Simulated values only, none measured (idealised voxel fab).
Process module name: voxel transistor to metal
cross-section cut | 190 nm wide | cells 5 nm
Cross-section, as written here: a square-cell grid given band by band from the top down, where a band holds one or more rows of cells.
Read a band's entry like this: the first values are the height of its top and the height of its bottom in nm, and what follows is the sequence of materials from left to right, each with its width in nm. Note that "empty" is empty space, and that a single material marked "throughout" reaches across the band from edge to edge.
All heights in this document are referenced to 0, defined as the level beneath which the wafer, as received, consists entirely of one material. The lowest band is not bounded below; it extends indefinitely downward and is written in the form "0 -> down".
When a width is written as two numbers, as in "30 to 40", the first number is the width in the top row of cells of the band and the second is the width in its bottom row, and the width changes by the same amount from each row to the next.
Where the words "everything unchanged" appear for a step, the cross-section shows no cell changed by that step; every cell remained as before.
This entry, "Closed internal cavities", enumerates those empty regions of no fewer than 8 cells that possess no open connection to the top. Each region is reported in the form width x height at distance, the distance being taken from the left edge, with all three quantities expressed in nm.
after a step's settings: what the simulator itself notes on the step
A step line may carry the setting "overlay nm", which, for steps involving a mask, states the distance by which the mask lay to the right of its intended position; negative values denote displacement to the left.

The steps planned for the process are as follows:
1 RECEIVE, material Si
2 OXIDIZE, depth nm 5
3 CONFORMAL_DEP, material SiN, thk nm 15
4 PATTERN, tone cover, mask id ACTIVE, material resist, width nm 105, thk nm 20, overlay nm 0
5 DIRECTIONAL_ETCH, etch materials SiN, depth nm 15
6 DIRECTIONAL_ETCH, etch materials SiO2, depth nm 5
7 DIRECTIONAL_ETCH, etch materials Si, depth nm 30
8 STRIP, etch materials resist
9 FILL_DEP, material SiO2, thk nm 10
10 CMP, height nm 15
11 SELECTIVE_ETCH, etch materials SiO2, depth nm 5
12 STRIP, etch materials SiN
13 SELECTIVE_ETCH, etch materials SiO2, depth nm 5
14 OXIDIZE, depth nm 5
15 DIRECTIONAL_DEP, material polySi, thk nm 30
16 DIRECTIONAL_DEP, material SiCN, thk nm 15
17 DIRECTIONAL_DEP, material aC, thk nm 10
18 PATTERN, tone cover, mask id GATE, material resist, width nm 35, thk nm 25, overlay nm 0
19 DIRECTIONAL_ETCH, etch materials aC, depth nm 10
20 STRIP, etch materials resist
21 DIRECTIONAL_ETCH, etch materials SiCN, depth nm 25
22 DIRECTIONAL_ETCH, etch materials polySi, depth nm 40
23 STRIP, etch materials aC
24 CONFORMAL_DEP, material SiO2, thk nm 5
25 DIRECTIONAL_ETCH, etch materials SiO2, depth nm 5
26 CONFORMAL_DEP, material SiN, thk nm 10
27 DIRECTIONAL_ETCH, etch materials SiN, depth nm 10
28 DIRECTIONAL_ETCH, etch materials SiO2, depth nm 5
29 DIRECTIONAL_ETCH, etch materials Si, depth nm 10
30 EPI, material pSi, thk nm 15
31 FILL_DEP, material SiO2, thk nm 10
32 CMP, height nm 25
33 STRIP, etch materials polySi
34 SELECTIVE_ETCH, etch materials SiO2, depth nm 5
35 CONFORMAL_DEP, material HfO2, thk nm 5
36 CONFORMAL_DEP, material TiN, thk nm 5
37 FILL_DEP, material W, thk nm 10
38 CMP, height nm 20
39 DIRECTIONAL_DEP, material SiO2, thk nm 10
40 MASKED_ETCH, tone open, mask id CONTACT, width nm 15, pitch nm 80, etch materials SiO2, depth nm 25, overlay nm 0
41 CONFORMAL_DEP, material TiN, thk nm 5
42 FILL_DEP, material Ru, thk nm 5
43 CMP, height nm 30
44 DIRECTIONAL_DEP, material TiN, thk nm 5
45 DIRECTIONAL_DEP, material W, thk nm 15
46 DIRECTIONAL_DEP, material aC, thk nm 10
47 PATTERN, tone cover, mask id METAL_1, material resist, width nm 15, pitch nm 80, thk nm 25, overlay nm 0
48 DIRECTIONAL_ETCH, etch materials aC, depth nm 10
49 STRIP, etch materials resist
50 DIRECTIONAL_ETCH, etch materials W, depth nm 15
51 DIRECTIONAL_ETCH, etch materials TiN, depth nm 5
52 STRIP, etch materials aC
53 FILL_DEP, material lowk, thk nm 5
54 CMP, height nm 50
55 CONFORMAL_DEP, material SiCN, thk nm 5

Cross-section of the wafer at receipt, which is the condition after step 1:
	0 -> down: Si throughout
	Closed internal cavities: none

First wafer at the end, as planned:
	55 -> 50: SiCN throughout
	50 -> 35: lowk 45 nm; W 15 nm; lowk 65 nm; W 15 nm; lowk 50 nm
	35 -> 30: lowk 45 nm; TiN 15 nm; lowk 65 nm; TiN 15 nm; lowk 50 nm
	30 -> 20: SiO2 45 nm; TiN 5 nm; Ru 5 nm; TiN 5 nm; SiO2 65 nm; TiN 5 nm; Ru 5 nm; TiN 5 nm; SiO2 50 nm
	20 -> 10: SiO2 45 nm; TiN 5 nm; Ru 5 nm; TiN 5 nm; SiN 10 nm; HfO2 5 nm; TiN 5 nm; W 25 nm; TiN 5 nm; HfO2 5 nm; SiN 10 nm; TiN 5 nm; Ru 5 nm; TiN 5 nm; SiO2 50 nm
	10 -> 5: SiO2 45 nm; TiN 15 nm; SiN 10 nm; HfO2 5 nm; TiN 5 nm; W 25 nm; TiN 5 nm; HfO2 5 nm; SiN 10 nm; TiN 15 nm; SiO2 50 nm
	5 -> 0: SiO2 40 nm; SiN 10 nm; pSi 10 nm; SiN 10 nm; HfO2 5 nm; TiN 5 nm; W 25 nm; TiN 5 nm; HfO2 5 nm; SiN 10 nm; pSi 10 nm; SiN 10 nm; SiO2 45 nm
	0 -> -5: SiO2 40 nm; SiN 10 nm; pSi 10 nm; SiN 10 nm; HfO2 5 nm; TiN 35 nm; HfO2 5 nm; SiN 10 nm; pSi 10 nm; SiN 10 nm; SiO2 45 nm
	-5 -> -10: SiO2 50 nm; pSi 10 nm; SiO2 10 nm; HfO2 45 nm; SiO2 10 nm; pSi 10 nm; SiO2 55 nm
	-10 -> -20: SiO2 40 nm; Si 10 nm; pSi 10 nm; Si 65 nm; pSi 10 nm; Si 10 nm; SiO2 45 nm
	-20 -> -35: SiO2 40 nm; Si 105 nm; SiO2 45 nm
	-35 -> down: Si throughout
	Closed internal cavities: none

Module end: cross-section of wafer two of two. Same start and process plan as the first wafer. One mistake during execution:
	55 -> 50: SiCN throughout
	50 -> 35: lowk 45 nm; W 15 nm; lowk 65 nm; W 15 nm; lowk 50 nm
	35 -> 30: lowk 45 nm; TiN 15 nm; lowk 65 nm; TiN 15 nm; lowk 50 nm
	30 -> 20: SiO2 45 nm; TiN 5 nm; Ru 5 nm; TiN 5 nm; SiO2 65 nm; TiN 5 nm; Ru 5 nm; TiN 5 nm; SiO2 50 nm
	20 -> 10: SiO2 45 nm; TiN 5 nm; Ru 5 nm; TiN 5 nm; SiO2 5 nm; SiN 10 nm; HfO2 5 nm; TiN 5 nm; W 15 nm; TiN 5 nm; HfO2 5 nm; SiN 10 nm; SiO2 5 nm; TiN 5 nm; Ru 5 nm; TiN 5 nm; SiO2 50 nm
	10 -> 5: SiO2 45 nm; TiN 15 nm; SiO2 5 nm; SiN 10 nm; HfO2 5 nm; TiN 5 nm; W 15 nm; TiN 5 nm; HfO2 5 nm; SiN 10 nm; SiO2 5 nm; TiN 15 nm; SiO2 50 nm
	5 -> 0: SiO2 40 nm; SiN 10 nm; pSi 15 nm; SiN 10 nm; HfO2 5 nm; TiN 5 nm; W 15 nm; TiN 5 nm; HfO2 5 nm; SiN 10 nm; pSi 15 nm; SiN 10 nm; SiO2 45 nm
	0 -> -5: SiO2 40 nm; SiN 10 nm; pSi 15 nm; SiN 10 nm; HfO2 5 nm; TiN 25 nm; HfO2 5 nm; SiN 10 nm; pSi 15 nm; SiN 10 nm; SiO2 45 nm
	-5 -> -10: SiO2 50 nm; pSi 15 nm; SiO2 10 nm; HfO2 35 nm; SiO2 10 nm; pSi 15 nm; SiO2 55 nm
	-10 -> -20: SiO2 40 nm; Si 10 nm; pSi 15 nm; Si 55 nm; pSi 15 nm; Si 10 nm; SiO2 45 nm
	-20 -> -35: SiO2 40 nm; Si 105 nm; SiO2 45 nm
	-35 -> down: Si throughout
	Closed internal cavities: none
What was done differently from what was planned? rather than as planned, step 18 actually ran as PATTERN, tone cover, mask id GATE, material resist, width nm 25, thk nm 25, overlay nm 0
Final cells, second wafer relative to first, materials higher or lower: 2 fewer of HfO2 | 4 fewer of Si | 6 more of SiO2 | 2 fewer of TiN | 8 fewer of W | 10 more of pSi
